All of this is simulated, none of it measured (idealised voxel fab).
process module | voxel wiring stack
FYI the section here is cut, 275 nm wide, cells are 5 nm squares.
Throughout this document, each cross-section is represented as a grid of square cells and is presented as a sequence of bands enumerated from the top downward, where a band comprises one or more rows of cells.
Heights first: top, then bottom, in nm. Then materials, left to right, each with a width in nm. "everywhere" on a single material: fills the band edge to edge. "blank": empty space.
A quick word on heights: they are counted from 0, and under that level the wafer as it came to us is one material throughout. The lowest band is different from the rest in having no bottom; it simply continues downward, written as in "top 0, no bottom".
It should be noted that a width expressed as "30 to 40" varies in equal increments from row to row of cells within the band, taking the value of the first number at the top row and that of the second number at the bottom row.
It should be understood that the words "all unchanged", when stated for a given step, signify that the cross-section underwent no change in any of its cells during that step.
In "Closed cavities" the enclosed voids are listed, meaning empty spaces of 8 cells or larger without any opening to the top. The form is width x height at distance, distance from the left edge, units nm.
If you see something after the settings on a step's line, that's the simulator's own remark about that step.
Among the settings permitted on a step's line is "overlay nm"; applied to a step with a mask, it specifies the extent to which the mask lay to the right of its planned position, whereas a negative figure signifies a position to the left.

Plan
1: RECEIVE: material Si
2: CONFORMAL_DEP: material SiO2, thk nm 15
3: DIRECTIONAL_DEP: material TiN, thk nm 5
4: DIRECTIONAL_DEP: material Ru, thk nm 20
5: PATTERN: tone cover, mask id METAL_1, material resist, width nm 30, pitch nm 50, thk nm 20, overlay nm 0
6: DIRECTIONAL_ETCH: etch materials Ru, depth nm 20
7: DIRECTIONAL_ETCH: etch materials TiN, depth nm 5
8: STRIP: etch materials resist
9: CONFORMAL_DEP: material SiN, thk nm 5
10: FILL_DEP: material SiO2, thk nm 5
11: CMP: height nm 40
12: CONFORMAL_DEP: material SiCN, thk nm 5
13: DIRECTIONAL_DEP: material SiO2, thk nm 15
14: MASKED_ETCH: tone open, mask id PLUG_1, width nm 15, etch materials SiO2, depth nm 15, overlay nm 0
15: MASKED_ETCH: tone open, mask id PLUG_1, width nm 15, etch materials SiCN, depth nm 5, overlay nm 0
16: EPI: material Ru, thk nm 10
17: EPI: material Ru, thk nm 10
18: DIRECTIONAL_DEP: material TiN, thk nm 5
19: DIRECTIONAL_DEP: material Ru, thk nm 25
20: MASKED_ETCH: tone cover, mask id METAL_2, width nm 30, pitch nm 50, etch materials Ru, depth nm 15, overlay nm 0
21: MASKED_ETCH: tone cover, mask id METAL_2, width nm 30, pitch nm 50, etch materials TiN, depth nm 5, overlay nm 0
22: FILL_DEP: material lowk, thk nm 5
23: CMP: height nm 90
24: CONFORMAL_DEP: material SiCN, thk nm 5
25: DIRECTIONAL_DEP: material SiO2, thk nm 20
26: MASKED_ETCH: tone open, mask id PLUG_2, width nm 15, etch materials SiO2, depth nm 20, overlay nm 0
27: MASKED_ETCH: tone open, mask id PLUG_2, width nm 15, etch materials SiCN, depth nm 5, overlay nm 0
28: EPI: material Ru, thk nm 10
29: EPI: material Ru, thk nm 10
30: EPI: material Ru, thk nm 5
31: DIRECTIONAL_DEP: material TiN, thk nm 5
32: DIRECTIONAL_DEP: material W, thk nm 20
33: DIRECTIONAL_DEP: material aC, thk nm 10
34: PATTERN: tone cover, mask id METAL_3, material resist, width nm 30, pitch nm 50, thk nm 30, overlay nm 0
35: DIRECTIONAL_ETCH: etch materials aC, depth nm 10
36: STRIP: etch materials resist
37: DIRECTIONAL_ETCH: etch materials W, depth nm 20
38: DIRECTIONAL_ETCH: etch materials TiN, depth nm 5
39: STRIP: etch materials aC
40: FILL_DEP: material lowk, thk nm 5
41: CMP: height nm 140
42: CONFORMAL_DEP: material SiCN, thk nm 5
The plan's step 20 depth nm is the first wafer's value; the wafers differ in this setting and start identical.

Cross-section: the first of several wafers in its as-received state, i.e. following step 1
    top 0, no bottom = Si everywhere
    Closed cavities: none

Per wafer (row), end of module: delta in cells per material since receipt, (+) for gained, (-) for lost; closed voids after that
depth nm 15 | +221 Ru | +159 SiCN | +59 SiN | +685 SiO2 | +79 TiN | +48 W | +344 lowk | Closed cavities: none
depth nm 20 | +178 Ru | +159 SiCN | +59 SiN | +685 SiO2 | +79 TiN | +48 W | +387 lowk | Closed cavities: none
depth nm 25 | +135 Ru | +159 SiCN | +59 SiN | +685 SiO2 | +36 TiN | +48 W | +473 lowk | Closed cavities: none
depth nm 30 | +135 Ru | +159 SiCN | +59 SiN | +685 SiO2 | +36 TiN | +48 W | +473 lowk | Closed cavities: none
depth nm 35 | +135 Ru | +159 SiCN | +59 SiN | +685 SiO2 | +36 TiN | +48 W | +473 lowk | Closed cavities: none
depth nm 40 | +135 Ru | +159 SiCN | +59 SiN | +685 SiO2 | +36 TiN | +48 W | +473 lowk | Closed cavities: none
